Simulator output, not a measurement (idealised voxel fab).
Process module under the name voxel wiring stack
We display cut, a cross-section 285 nm in width whose square cells are each 5 nm.
The cross-sections in this document take the form of a grid made of square cells. They are written out as bands, in order from top to bottom. Each band consists of one or more rows of cells.
The band entry comprises the height of the band's top followed by the height of its bottom, expressed in nm, and subsequently the band's materials from left to right, each stated together with its width in nm. Where a single material is marked with the word "edge to edge", that material fills the band from edge to edge. The word "air" represents empty space.
Where do heights start? At 0: under that level the wafer as delivered is made of one material only. And the lowest band has no floor; it just carries on downward, as in "top 0, no bottom".
A width given as "30 to 40" starts at the first number in the band's top row and ends at the second number in its bottom row, shifting by an equal amount at every step from row to row.
When a step is marked "remains unaltered", none of the cells in the cross-section changed during that step.
This entry, "closed voids", enumerates those empty regions of no fewer than 8 cells that possess no open connection to the top. Each region is reported in the form width x height at distance, the distance being taken from the left edge, with all three quantities expressed in nm.
On a step's line, text after the settings is the simulator commenting on that step.
"overlay nm" answers the question of how far to the right of plan the mask lay on a step that has a mask, and when it is negative the answer is to the left.
Process steps (planned):
- 1: RECEIVE,material Si
- 2: CONFORMAL_DEP,material SiO2,thk nm 15
- 3: CONFORMAL_DEP,material SiN,thk nm 5
- 4: DIRECTIONAL_DEP,material SiO2,thk nm 20
- 5: PATTERN,tone open,mask id METAL_1,material resist,width nm 20,pitch nm 45,thk nm 20,overlay nm 0
- 6: DIRECTIONAL_ETCH,etch materials SiO2,depth nm 20
- 7: DIRECTIONAL_ETCH,etch materials SiN,depth nm 5
- 8: STRIP,etch materials resist
- 9: CONFORMAL_DEP,material TiN,thk nm 5
- 10: FILL_DEP,material Cu,thk nm 10
- 11: CMP,height nm 40
- 12: CONFORMAL_DEP,material SiCN,thk nm 5
- 13: DIRECTIONAL_DEP,material lowk,thk nm 15
- 14: DIRECTIONAL_DEP,material aC,thk nm 10
- 15: PATTERN,tone open,mask id PLUG_1,material resist,width nm 15,pitch nm 90,thk nm 30,overlay nm 0
- 16: DIRECTIONAL_ETCH,etch materials aC,depth nm 10
- 17: STRIP,etch materials resist
- 18: DIRECTIONAL_ETCH,etch materials lowk,depth nm 15
- 19: DIRECTIONAL_ETCH,etch materials SiCN,depth nm 5
- 20: STRIP,etch materials aC
- 21: CONFORMAL_DEP,material TiN,thk nm 5
- 22: FILL_DEP,material Ru,thk nm 5
- 23: CMP,height nm 60
- 24: CONFORMAL_DEP,material SiCN,thk nm 5
- 25: DIRECTIONAL_DEP,material lowk,thk nm 15
- 26: MASKED_ETCH,tone open,mask id METAL_2,width nm 20,pitch nm 45,etch materials lowk,depth nm 15,overlay nm 0
- 27: MASKED_ETCH,tone open,mask id METAL_2,width nm 20,pitch nm 45,etch materials SiCN,depth nm 5,overlay nm 0
- 28: CONFORMAL_DEP,material TiN,thk nm 5
- 29: FILL_DEP,material Cu,thk nm 5
- 30: CMP,height nm 80
- 31: EPI,material Ru,thk nm 5
- 32: FILL_DEP,material SiCN,thk nm 5
The following pertains to the first of two wafers, which was processed as planned:
The cross-section here shows the wafer as received, i.e. in its state after step 1:
top 0, no bottom  Si edge to edge
closed voids: none
Upon completion of step 2, the wafer appears in cross-section as shown:
top 15, bottom 0  SiO2 edge to edge
At heights below 0, the structure remains unaltered.
Upon completion of step 3, the wafer appears in cross-section as shown:
top 20, bottom 15  SiN edge to edge
At heights below 15, the structure remains unaltered.
Upon completion of step 4, the wafer appears in cross-section as shown:
top 40, bottom 20  SiO2 edge to edge
At heights below 20, the structure remains unaltered.
Upon completion of step 5, the wafer appears in cross-section as shown:
top 60, bottom 40  resist: 85  air: 20  resist: 25  air: 20  resist: 25  air: 20  resist: 90
At heights below 40, the structure remains unaltered.
Upon completion of step 6, the wafer appears in cross-section as shown:
top 60, bottom 40  resist: 85  air: 20  resist: 25  air: 20  resist: 25  air: 20  resist: 90
top 40, bottom 20  SiO2: 85  air: 20  SiO2: 25  air: 20  SiO2: 25  air: 20  SiO2: 90
At heights below 20, the structure remains unaltered.
Upon completion of step 7, the wafer appears in cross-section as shown:
top 60, bottom 40  resist: 85  air: 20  resist: 25  air: 20  resist: 25  air: 20  resist: 90
top 40, bottom 20  SiO2: 85  air: 20  SiO2: 25  air: 20  SiO2: 25  air: 20  SiO2: 90
top 20, bottom 15  SiN: 85  air: 20  SiN: 25  air: 20  SiN: 25  air: 20  SiN: 90
At heights below 15, the structure remains unaltered.
Upon completion of step 8, the wafer appears in cross-section as shown:
top 40, bottom 20  SiO2: 85  air: 20  SiO2: 25  air: 20  SiO2: 25  air: 20  SiO2: 90
At heights below 20, the structure remains unaltered.
Upon completion of step 9, the wafer appears in cross-section as shown:
top 45, bottom 40  TiN: 90  air: 10  TiN: 35  air: 10  TiN: 35  air: 10  TiN: 95
top 40, bottom 20  SiO2: 85  TiN: 5  air: 10  TiN: 5  SiO2: 25  TiN: 5  air: 10  TiN: 5  SiO2: 25  TiN: 5  air: 10  TiN: 5  SiO2: 90
top 20, bottom 15  SiN: 85  TiN: 20  SiN: 25  TiN: 20  SiN: 25  TiN: 20  SiN: 90
At heights below 15, the structure remains unaltered.
Upon completion of step 10, the wafer appears in cross-section as shown:
top 55, bottom 45  Cu edge to edge
top 45, bottom 40  TiN: 90  Cu: 10  TiN: 35  Cu: 10  TiN: 35  Cu: 10  TiN: 95
top 40, bottom 20  SiO2: 85  TiN: 5  Cu: 10  TiN: 5  SiO2: 25  TiN: 5  Cu: 10  TiN: 5  SiO2: 25  TiN: 5  Cu: 10  TiN: 5  SiO2: 90
At heights below 20, the structure remains unaltered.
Upon completion of step 11, the wafer appears in cross-section as shown:
top 40, bottom 20  SiO2: 85  TiN: 5  Cu: 10  TiN: 5  SiO2: 25  TiN: 5  Cu: 10  TiN: 5  SiO2: 25  TiN: 5  Cu: 10  TiN: 5  SiO2: 90
At heights below 20, the structure remains unaltered.
Upon completion of step 12, the wafer appears in cross-section as shown:
top 45, bottom 40  SiCN edge to edge
At heights below 40, the structure remains unaltered.
Upon completion of step 13, the wafer appears in cross-section as shown:
top 60, bottom 45  lowk edge to edge
At heights below 45, the structure remains unaltered.
Upon completion of step 14, the wafer appears in cross-section as shown:
top 70, bottom 60  aC edge to edge
At heights below 60, the structure remains unaltered.
Upon completion of step 15, the wafer appears in cross-section as shown:
top 100, bottom 70  resist: 85  air: 15  resist: 75  air: 15  resist: 95
At heights below 70, the structure remains unaltered.
Upon completion of step 16, the wafer appears in cross-section as shown:
top 90, bottom 70  resist: 85  air: 15  resist: 75  air: 15  resist: 95
top 70, bottom 60  aC: 85  air: 15  aC: 75  air: 15  aC: 95
At heights below 60, the structure remains unaltered.
Upon completion of step 17, the wafer appears in cross-section as shown:
top 70, bottom 60  aC: 85  air: 15  aC: 75  air: 15  aC: 95
At heights below 60, the structure remains unaltered.
Upon completion of step 18, the wafer appears in cross-section as shown:
top 70, bottom 60  aC: 85  air: 15  aC: 75  air: 15  aC: 95
top 60, bottom 45  lowk: 85  air: 15  lowk: 75  air: 15  lowk: 95
At heights below 45, the structure remains unaltered.
Upon completion of step 19, the wafer appears in cross-section as shown:
top 70, bottom 60  aC: 85  air: 15  aC: 75  air: 15  aC: 95
top 60, bottom 45  lowk: 85  air: 15  lowk: 75  air: 15  lowk: 95
top 45, bottom 40  SiCN: 85  air: 15  SiCN: 75  air: 15  SiCN: 95
At heights below 40, the structure remains unaltered.
Upon completion of step 20, the wafer appears in cross-section as shown:
top 60, bottom 45  lowk: 85  air: 15  lowk: 75  air: 15  lowk: 95
At heights below 45, the structure remains unaltered.
Upon completion of step 21, the wafer appears in cross-section as shown:
top 65, bottom 60  TiN: 90  air: 5  TiN: 85  air: 5  TiN: 100
top 60, bottom 45  lowk: 85  TiN: 5  air: 5  TiN: 5  lowk: 75  TiN: 5  air: 5  TiN: 5  lowk: 95
top 45, bottom 40  SiCN: 85  TiN: 15  SiCN: 75  TiN: 15  SiCN: 95
At heights below 40, the structure remains unaltered.
Upon completion of step 22, the wafer appears in cross-section as shown:
top 70, bottom 65  Ru edge to edge
top 65, bottom 60  TiN: 90  Ru: 5  TiN: 85  Ru: 5  TiN: 100
top 60, bottom 45  lowk: 85  TiN: 5  Ru: 5  TiN: 5  lowk: 75  TiN: 5  Ru: 5  TiN: 5  lowk: 95
At heights below 45, the structure remains unaltered.
Upon completion of step 23, the wafer appears in cross-section as shown:
top 60, bottom 45  lowk: 85  TiN: 5  Ru: 5  TiN: 5  lowk: 75  TiN: 5  Ru: 5  TiN: 5  lowk: 95
At heights below 45, the structure remains unaltered.
Upon completion of step 24, the wafer appears in cross-section as shown:
top 65, bottom 60  SiCN edge to edge
At heights below 60, the structure remains unaltered.
Upon completion of step 25, the wafer appears in cross-section as shown:
top 80, bottom 65  lowk edge to edge
At heights below 65, the structure remains unaltered.
Upon completion of step 26, the wafer appears in cross-section as shown:
top 80, bottom 65  lowk: 85  air: 20  lowk: 25  air: 20  lowk: 25  air: 20  lowk: 90
At heights below 65, the structure remains unaltered.
Upon completion of step 27, the wafer appears in cross-section as shown:
top 80, bottom 65  lowk: 85  air: 20  lowk: 25  air: 20  lowk: 25  air: 20  lowk: 90
top 65, bottom 60  SiCN: 85  air: 20  SiCN: 25  air: 20  SiCN: 25  air: 20  SiCN: 90
At heights below 60, the structure remains unaltered.
Upon completion of step 28, the wafer appears in cross-section as shown:
top 85, bottom 80  TiN: 90  air: 10  TiN: 35  air: 10  TiN: 35  air: 10  TiN: 95
top 80, bottom 65  lowk: 85  TiN: 5  air: 10  TiN: 5  lowk: 25  TiN: 5  air: 10  TiN: 5  lowk: 25  TiN: 5  air: 10  TiN: 5  lowk: 90
top 65, bottom 60  SiCN: 85  TiN: 20  SiCN: 25  TiN: 20  SiCN: 25  TiN: 20  SiCN: 90
At heights below 60, the structure remains unaltered.
Upon completion of step 29, the wafer appears in cross-section as shown:
top 90, bottom 85  Cu edge to edge
top 85, bottom 80  TiN: 90  Cu: 10  TiN: 35  Cu: 10  TiN: 35  Cu: 10  TiN: 95
top 80, bottom 65  lowk: 85  TiN: 5  Cu: 10  TiN: 5  lowk: 25  TiN: 5  Cu: 10  TiN: 5  lowk: 25  TiN: 5  Cu: 10  TiN: 5  lowk: 90
At heights below 65, the structure remains unaltered.
Upon completion of step 30, the wafer appears in cross-section as shown:
top 80, bottom 65  lowk: 85  TiN: 5  Cu: 10  TiN: 5  lowk: 25  TiN: 5  Cu: 10  TiN: 5  lowk: 25  TiN: 5  Cu: 10  TiN: 5  lowk: 90
At heights below 65, the structure remains unaltered.
Upon completion of step 31, the wafer appears in cross-section as shown:
top 85, bottom 80  air: 80  Ru: 30  air: 15  Ru: 30  air: 15  Ru: 30  air: 85
At heights below 80, the structure remains unaltered.
Upon completion of step 32, the wafer appears in cross-section as shown:
top 90, bottom 85  SiCN edge to edge
top 85, bottom 80  SiCN: 80  Ru: 30  SiCN: 15  Ru: 30  SiCN: 15  Ru: 30  SiCN: 85
At heights below 80, the structure remains unaltered.
Second wafer. Start and plan as for the first. One mistake made in running. Agrees with the first up to and including step 31:
Second wafer, cut view, end of step 32 per plan: remains unaltered
What was done differently from what was planned? step 32 of the plan got skipped, so it never ran
Cell-count delta at end, second wafer over first, by material: SiCN -96
